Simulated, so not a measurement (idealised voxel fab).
Process module heading - voxel transistor to metal
Square cells of 5 nm make up the cross-section cut, whose width is 150 nm.
Square cells in a grid make up a cross-section in this document, and the grid is given as bands, listed from the top down, each one or more rows of cells.
First you get the band's top height and its bottom height, in nm, and then the materials it's made of, left to right, with each width in nm. If you see a single material with "all across", that one covers the band edge to edge. "blank" is empty space.
Height reference: 0 = level under which incoming wafer is all one material. Lowest band: no bottom, runs on downward, e.g. "top 0, no bottom".
Per-row width for "30 to 40": begins at first number (top row of band), ends at second number (bottom row), increment between rows held constant.
"nothing different" means the step left every cell of the cross-section as it was.
The list in "Sealed-off cavities" covers empty spaces of 8 cells or more that cannot reach the top through any open way, and it gives each as width x height at distance; the distance is from the left edge, and width, height and distance are in nm.
Note: text after step settings on the step line = simulator remark on that step.
overlay nm: for a step with a mask, the amount by which the mask lay right of where it was planned; a negative amount means left of it.
**The planned process steps are enumerated hereunder**
| 1 | RECEIVE,material Si |
| 2 | CONFORMAL_DEP,material SiO2,thk nm 5 |
| 3 | CONFORMAL_DEP,material SiN,thk nm 15 |
| 4 | DIRECTIONAL_DEP,material aC,thk nm 10 |
| 5 | PATTERN,tone cover,mask id ACTIVE,material resist,width nm 105,thk nm 30,overlay nm 0 |
| 6 | DIRECTIONAL_ETCH,etch materials aC,depth nm 10 |
| 7 | STRIP,etch materials resist |
| 8 | DIRECTIONAL_ETCH,etch materials SiN,depth nm 15 |
| 9 | DIRECTIONAL_ETCH,etch materials SiO2,depth nm 5 |
| 10 | DIRECTIONAL_ETCH,etch materials Si,depth nm 35 |
| 11 | STRIP,etch materials aC |
| 12 | OXIDIZE,depth nm 5 |
| 13 | FILL_DEP,material SiO2,thk nm 5 |
| 14 | CMP,height nm 20 |
| 15 | SELECTIVE_ETCH,etch materials SiO2,depth nm 5 |
| 16 | STRIP,etch materials SiN |
| 17 | SELECTIVE_ETCH,etch materials SiO2,depth nm 5 |
| 18 | OXIDIZE,depth nm 5 |
| 19 | DIRECTIONAL_DEP,material polySi,thk nm 20 |
| 20 | DIRECTIONAL_DEP,material SiCN,thk nm 15 |
| 21 | MASKED_ETCH,tone cover,mask id GATE,width nm 15,etch materials SiCN,depth nm 25,overlay nm 0 |
| 22 | MASKED_ETCH,tone cover,mask id GATE,width nm 25,etch materials polySi,depth nm 30,overlay nm 0 |
| 23 | CONFORMAL_DEP,material SiO2,thk nm 5 |
| 24 | DIRECTIONAL_ETCH,etch materials SiO2,depth nm 5 |
| 25 | CONFORMAL_DEP,material SiN,thk nm 5 |
| 26 | DIRECTIONAL_ETCH,etch materials SiN,depth nm 5 |
| 27 | DIRECTIONAL_ETCH,etch materials SiO2,depth nm 5 |
| 28 | DIRECTIONAL_ETCH,etch materials Si,depth nm 10 |
| 29 | EPI,material pSi,thk nm 15 |
| 30 | FILL_DEP,material SiO2,thk nm 10 |
| 31 | CMP,height nm 35 |
| 32 | DIRECTIONAL_DEP,material SiO2,thk nm 10 |
| 33 | PATTERN,tone open,mask id CONTACT,material resist,width nm 30,pitch nm 65,thk nm 15,overlay nm 0 |
| 34 | DIRECTIONAL_ETCH,etch materials SiO2,depth nm 45 |
| 35 | STRIP,etch materials resist |
| 36 | CONFORMAL_DEP,material TiN,thk nm 5 |
| 37 | FILL_DEP,material W,thk nm 5 |
| 38 | CMP,height nm 45 |
| 39 | DIRECTIONAL_DEP,material TiN,thk nm 5 |
| 40 | DIRECTIONAL_DEP,material W,thk nm 15 |
| 41 | PATTERN,tone cover,mask id METAL_1,material resist,width nm 20,pitch nm 75,thk nm 20,overlay nm 0 |
| 42 | DIRECTIONAL_ETCH,etch materials W,depth nm 15 |
| 43 | DIRECTIONAL_ETCH,etch materials TiN,depth nm 5 |
| 44 | STRIP,etch materials resist |
| 45 | FILL_DEP,material lowk,thk nm 10 |
| 46 | CMP,height nm 65 |
| 47 | CONFORMAL_DEP,material SiCN,thk nm 5 |
Every wafer here starts from the same state; it is the step 21 width nm that distinguishes them, and the value the plan gives belongs to the first wafer.
**Incoming state of the first of several wafers in cross-section: after step 1**
top 0, no bottom  Si all across
Sealed-off cavities: none
**First of several wafers, sectioned at end of module (last step: step 47)**
top 70, bottom 65  SiCN all across
top 65, bottom 50  lowk 25  W 20  lowk 55  W 20  lowk 30
top 50, bottom 45  lowk 25  TiN 20  lowk 55  TiN 20  lowk 30
top 45, bottom 35  SiO2 25  TiN 5  W 20  TiN 5  SiO2 35  TiN 5  W 20  TiN 5  SiO2 30
top 35, bottom 25  SiO2 25  TiN 5  W 20  TiN 5  SiN 5  SiO2 5  SiCN 15  SiO2 5  SiN 5  TiN 5  W 20  TiN 5  SiO2 30
top 25, bottom 20  SiO2 25  TiN 5  W 15  TiN 10  SiN 5  SiO2 5  SiCN 15  SiO2 5  SiN 5  TiN 10  W 15  TiN 5  SiO2 30
top 20, bottom 15  SiO2 25  TiN 5  W 15  TiN 5  SiN 5  SiO2 5  polySi 25  SiO2 5  SiN 5  TiN 5  W 15  TiN 5  SiO2 30
top 15, bottom 10  SiO2 25  TiN 25  SiN 5  SiO2 5  polySi 25  SiO2 5  SiN 5  TiN 25  SiO2 30
top 10, bottom 0  SiO2 20  SiN 5  TiN 10  pSi 15  SiN 5  SiO2 5  polySi 25  SiO2 5  SiN 5  pSi 15  TiN 10  SiN 5  SiO2 25
top 0, bottom -5  SiO2 25  pSi 25  SiO2 45  pSi 25  SiO2 30
top -5, bottom -15  SiO2 25  pSi 25  Si 45  pSi 25  SiO2 30
top -15, bottom -40  SiO2 25  Si 95  SiO2 30
top -40, no bottom  Si all across
Sealed-off cavities: none
**Last wafer of the set, cross-sectioned at end of module**
top 70, bottom 65  SiCN all across
top 65, bottom 50  lowk 25  W 20  lowk 55  W 20  lowk 30
top 50, bottom 45  lowk 25  TiN 20  lowk 55  TiN 20  lowk 30
top 45, bottom 35  SiO2 25  TiN 5  W 20 to 10  TiN 5 to 15  SiO2 35  TiN 5 to 20  W 20 to 5  TiN 5  SiO2 30
top 35, bottom 20  SiO2 25  TiN 5  W 10  TiN 5  SiN 5  TiN 5  SiCN 40  TiN 5  SiN 5  TiN 5  W 5  TiN 5  SiO2 30
top 20, bottom 15  SiO2 25  TiN 5  W 10  TiN 5  SiN 5  TiN 5  polySi 40  TiN 5  SiN 5  TiN 5  W 5  TiN 5  SiO2 30
top 15, bottom 10  SiO2 25  TiN 20  SiN 5  TiN 5  polySi 40  TiN 5  SiN 5  TiN 15  SiO2 30
top 10, bottom 0  SiO2 20  SiN 5  TiN 5  pSi 15  SiN 5  TiN 5  polySi 40  TiN 5  SiN 5  pSi 15  SiN 5  SiO2 25
top 0, bottom -5  SiO2 25  pSi 20  SiO2 60  pSi 15  SiO2 30
top -5, bottom -15  SiO2 25  pSi 20  Si 60  pSi 15  SiO2 30
top -15, bottom -40  SiO2 25  Si 95  SiO2 30
top -40, no bottom  Si all across
Sealed-off cavities: none
**Rows = wafers. At module end, each row lists per material the cells gained (+) or lost (-) since the wafer was received, then the closed voids**
width nm 15 | -127 Si | +39 SiCN | +18 SiN | +220 SiO2 | +52 TiN | +68 W | +88 lowk | +42 pSi | +20 polySi | Sealed-off cavities: none
width nm 20 | -127 Si | +42 SiCN | +18 SiN | +220 SiO2 | +52 TiN | +65 W | +88 lowk | +42 pSi | +20 polySi | Sealed-off cavities: none
width nm 25 | -127 Si | +45 SiCN | +18 SiN | +220 SiO2 | +52 TiN | +62 W | +88 lowk | +42 pSi | +20 polySi | Sealed-off cavities: none
width nm 30 | -125 Si | +48 SiCN | +18 SiN | +214 SiO2 | +57 TiN | +57 W | +88 lowk | +39 pSi | +24 polySi | Sealed-off cavities: none
width nm 35 | -123 Si | +51 SiCN | +18 SiN | +208 SiO2 | +62 TiN | +52 W | +88 lowk | +36 pSi | +28 polySi | Sealed-off cavities: none
width nm 40 | -121 Si | +54 SiCN | +18 SiN | +209 SiO2 | +60 TiN | +47 W | +88 lowk | +33 pSi | +32 polySi | Sealed-off cavities: none
